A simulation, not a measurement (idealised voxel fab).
process module | voxel wiring stack
215 nm wide, 5 nm square cells: that's cross-section cut.
In what follows, cross-sections appear as grids of square cells, described through bands that run from the top down, where every band is one or more rows of cells.
The entry gives the band's vertical extent as a top height and a bottom height in nm, then its horizontal make-up as materials from left to right, each with a width in nm. "blank" stands for empty space; a single material marked "throughout" fills the band edge to edge.
Heights are measured from 0, the level below which the as-received wafer is all one material; the lowest band has no bottom and continues downward, written as in "top 0, no bottom".
Think of "30 to 40" as a width that walks from the first number to the second as you go down the band, top row to bottom row, taking equal-sized steps from row to row.
Step marked "left unchanged"? Then no cell in the cross-section changed in it.
You'll see "Voids, fully enclosed" listing empty spaces that have no way open to the top, as long as they're 8 cells or more; the notation is width x height at distance, where the distance is from the left edge, and all of it is in nm.
Read whatever lies past the settings on a step's line as the simulator's own remark about the step.
A step line may carry the setting "overlay nm", which, for steps involving a mask, states the distance by which the mask lay to the right of its intended position; negative values denote displacement to the left.

List of planned process steps:
- 1: RECEIVE: material Si
- 2: CONFORMAL_DEP: material SiO2, thk nm 15
- 3: CONFORMAL_DEP: material SiN, thk nm 5
- 4: DIRECTIONAL_DEP: material lowk, thk nm 15
- 5: MASKED_ETCH: tone open, mask id METAL_1, width nm 25, pitch nm 45, etch materials lowk, depth nm 15, overlay nm 0
- 6: MASKED_ETCH: tone open, mask id METAL_1, width nm 25, pitch nm 45, etch materials SiN, depth nm 5, overlay nm 0
- 7: CONFORMAL_DEP: material TiN, thk nm 5
- 8: FILL_DEP: material Cu, thk nm 5
- 9: CMP: height nm 35
- 10: CONFORMAL_DEP: material SiCN, thk nm 5
- 11: DIRECTIONAL_DEP: material SiO2, thk nm 25
- 12: DIRECTIONAL_DEP: material aC, thk nm 10
- 13: PATTERN: tone open, mask id METAL_2_HOLES, material resist, width nm 15, pitch nm 45, thk nm 25, overlay nm 0
- 14: DIRECTIONAL_ETCH: etch materials aC, depth nm 10
- 15: STRIP: etch materials resist
- 16: DIRECTIONAL_ETCH: etch materials SiO2, depth nm 25
- 17: STRIP: etch materials aC
- 18: MASKED_ETCH: tone open, mask id METAL_2, width nm 25, pitch nm 45, etch materials SiO2, depth nm 15, overlay nm 0
- 19: MASKED_ETCH: tone open, mask id METAL_2, width nm 25, pitch nm 45, etch materials SiCN, depth nm 5, overlay nm 0
- 20: CONFORMAL_DEP: material TiN, thk nm 5
- 21: FILL_DEP: material Ru, thk nm 10
- 22: CMP: height nm 65
- 23: CONFORMAL_DEP: material SiCN, thk nm 5
- 24: DIRECTIONAL_DEP: material SiO2, thk nm 15
- 25: MASKED_ETCH: tone open, mask id PLUG_2, width nm 15, etch materials SiO2, depth nm 15, overlay nm 0
- 26: MASKED_ETCH: tone open, mask id PLUG_2, width nm 15, etch materials SiCN, depth nm 5, overlay nm 0
- 27: EPI: material Ru, thk nm 10
- 28: EPI: material Ru, thk nm 10
- 29: DIRECTIONAL_DEP: material TiN, thk nm 5
- 30: DIRECTIONAL_DEP: material Ru, thk nm 20
- 31: DIRECTIONAL_DEP: material aC, thk nm 10
- 32: PATTERN: tone cover, mask id METAL_3, material resist, width nm 25, pitch nm 45, thk nm 25, overlay nm 0
- 33: DIRECTIONAL_ETCH: etch materials aC, depth nm 10
- 34: STRIP: etch materials resist
- 35: DIRECTIONAL_ETCH: etch materials Ru, depth nm 20
- 36: DIRECTIONAL_ETCH: etch materials TiN, depth nm 5
- 37: STRIP: etch materials aC
- 38: FILL_DEP: material SiO2, thk nm 5
- 39: CMP: height nm 110
- 40: CONFORMAL_DEP: material SiCN, thk nm 5
- 41: DIRECTIONAL_DEP: material lowk, thk nm 25
- 42: MASKED_ETCH: tone open, mask id METAL_4, width nm 25, pitch nm 45, etch materials lowk, depth nm 15, overlay nm 0
- 43: DIRECTIONAL_DEP: material aC, thk nm 15
- 44: PATTERN: tone open, mask id METAL_4_HOLES, material resist, width nm 15, thk nm 35, overlay nm 0
- 45: DIRECTIONAL_ETCH: etch materials aC, depth nm 15
- 46: STRIP: etch materials resist
- 47: DIRECTIONAL_ETCH: etch materials lowk, depth nm 10
- 48: DIRECTIONAL_ETCH: etch materials SiCN, depth nm 5
- 49: STRIP: etch materials aC
- 50: CONFORMAL_DEP: material TiN, thk nm 5
- 51: FILL_DEP: material Cu, thk nm 10
- 52: CMP: height nm 140
- 53: CONFORMAL_DEP: material SiCN, thk nm 5

Cross-section: wafer on arrival = after step 1:
  top 0, no bottom | Si throughout
  Voids, fully enclosed: none

Cross-sectional view of the first of the two wafers upon completion of the module, processed in accordance with the plan:
  top 145, bottom 140 | SiCN throughout
  top 140, bottom 130 | 70 of lowk / 5 of TiN / 15 of Cu / 5 of TiN / 20 of lowk / 5 of TiN / 15 of Cu / 5 of TiN / 75 of lowk
  top 130, bottom 125 | 70 of lowk / 5 of TiN / 5 of Cu / 15 of TiN / 20 of lowk / 25 of TiN / 75 of lowk
  top 125, bottom 115 | 70 of lowk / 5 of TiN / 5 of Cu / 5 of TiN / 130 of lowk
  top 115, bottom 110 | 70 of SiCN / 15 of TiN / 130 of SiCN
  top 110, bottom 90 | 70 of SiO2 / 25 of Ru / 20 of SiO2 / 25 of Ru / 75 of SiO2
  top 90, bottom 85 | 70 of SiO2 / 25 of TiN / 20 of SiO2 / 25 of TiN / 75 of SiO2
  top 85, bottom 70 | 70 of SiO2 / 15 of Ru / 130 of SiO2
  top 70, bottom 65 | 70 of SiCN / 15 of Ru / 130 of SiCN
  top 65, bottom 55 | 70 of SiO2 / 5 of TiN / 15 of Ru / 5 of TiN / 20 of SiO2 / 5 of TiN / 15 of Ru / 5 of TiN / 75 of SiO2
  top 55, bottom 50 | 70 of SiO2 / 5 of TiN / 5 of Ru / 15 of TiN / 20 of SiO2 / 5 of TiN / 5 of Ru / 15 of TiN / 75 of SiO2
  top 50, bottom 40 | 70 of SiO2 / 5 of TiN / 5 of Ru / 5 of TiN / 30 of SiO2 / 5 of TiN / 5 of Ru / 5 of TiN / 85 of SiO2
  top 40, bottom 35 | 70 of SiCN / 15 of TiN / 30 of SiCN / 15 of TiN / 85 of SiCN
  top 35, bottom 20 | 70 of lowk / 5 of TiN / 15 of Cu / 5 of TiN / 20 of lowk / 5 of TiN / 15 of Cu / 5 of TiN / 75 of lowk
  top 20, bottom 15 | 70 of SiN / 25 of TiN / 20 of SiN / 25 of TiN / 75 of SiN
  top 15, bottom 0 | SiO2 throughout
  top 0, no bottom | Si throughout
  Voids, fully enclosed: none

Cross-sectional image of the second wafer of the two following completion of the module. Starting state and process plan were the same as for the first wafer; one execution error occurred:
  top 145, bottom 140 | SiCN throughout
  top 140, bottom 130 | 70 of lowk / 5 of TiN / 15 of Cu / 5 of TiN / 20 of lowk / 5 of TiN / 15 of Cu / 5 of TiN / 75 of lowk
  top 130, bottom 125 | 70 of lowk / 5 of TiN / 5 of Cu / 15 of TiN / 20 of lowk / 25 of TiN / 75 of lowk
  top 125, bottom 115 | 70 of lowk / 5 of TiN / 5 of Cu / 5 of TiN / 130 of lowk
  top 115, bottom 110 | 70 of SiCN / 15 of TiN / 130 of SiCN
  top 110, bottom 90 | 70 of TiN / 25 of Ru / 20 of TiN / 25 of Ru / 75 of TiN
  top 90, bottom 85 | TiN throughout
  top 85, bottom 70 | 70 of SiO2 / 15 of Ru / 130 of SiO2
  top 70, bottom 65 | 70 of SiCN / 15 of Ru / 130 of SiCN
  top 65, bottom 55 | 70 of SiO2 / 5 of TiN / 15 of Ru / 5 of TiN / 20 of SiO2 / 5 of TiN / 15 of Ru / 5 of TiN / 75 of SiO2
  top 55, bottom 50 | 70 of SiO2 / 5 of TiN / 5 of Ru / 15 of TiN / 20 of SiO2 / 5 of TiN / 5 of Ru / 15 of TiN / 75 of SiO2
  top 50, bottom 40 | 70 of SiO2 / 5 of TiN / 5 of Ru / 5 of TiN / 30 of SiO2 / 5 of TiN / 5 of Ru / 5 of TiN / 85 of SiO2
  top 40, bottom 35 | 70 of SiCN / 15 of TiN / 30 of SiCN / 15 of TiN / 85 of SiCN
  top 35, bottom 20 | 70 of lowk / 5 of TiN / 15 of Cu / 5 of TiN / 20 of lowk / 5 of TiN / 15 of Cu / 5 of TiN / 75 of lowk
  top 20, bottom 15 | 70 of SiN / 25 of TiN / 20 of SiN / 25 of TiN / 75 of SiN
  top 15, bottom 0 | SiO2 throughout
  top 0, no bottom | Si throughout
  Voids, fully enclosed: none
Deviation from plan: planned and actual differ for step 38; actual: FILL_DEP: material TiN, thk nm 5
Wafer comparison, final, in cells, second relative to first, materials more or fewer: 165 fewer of SiO2, 165 more of TiN
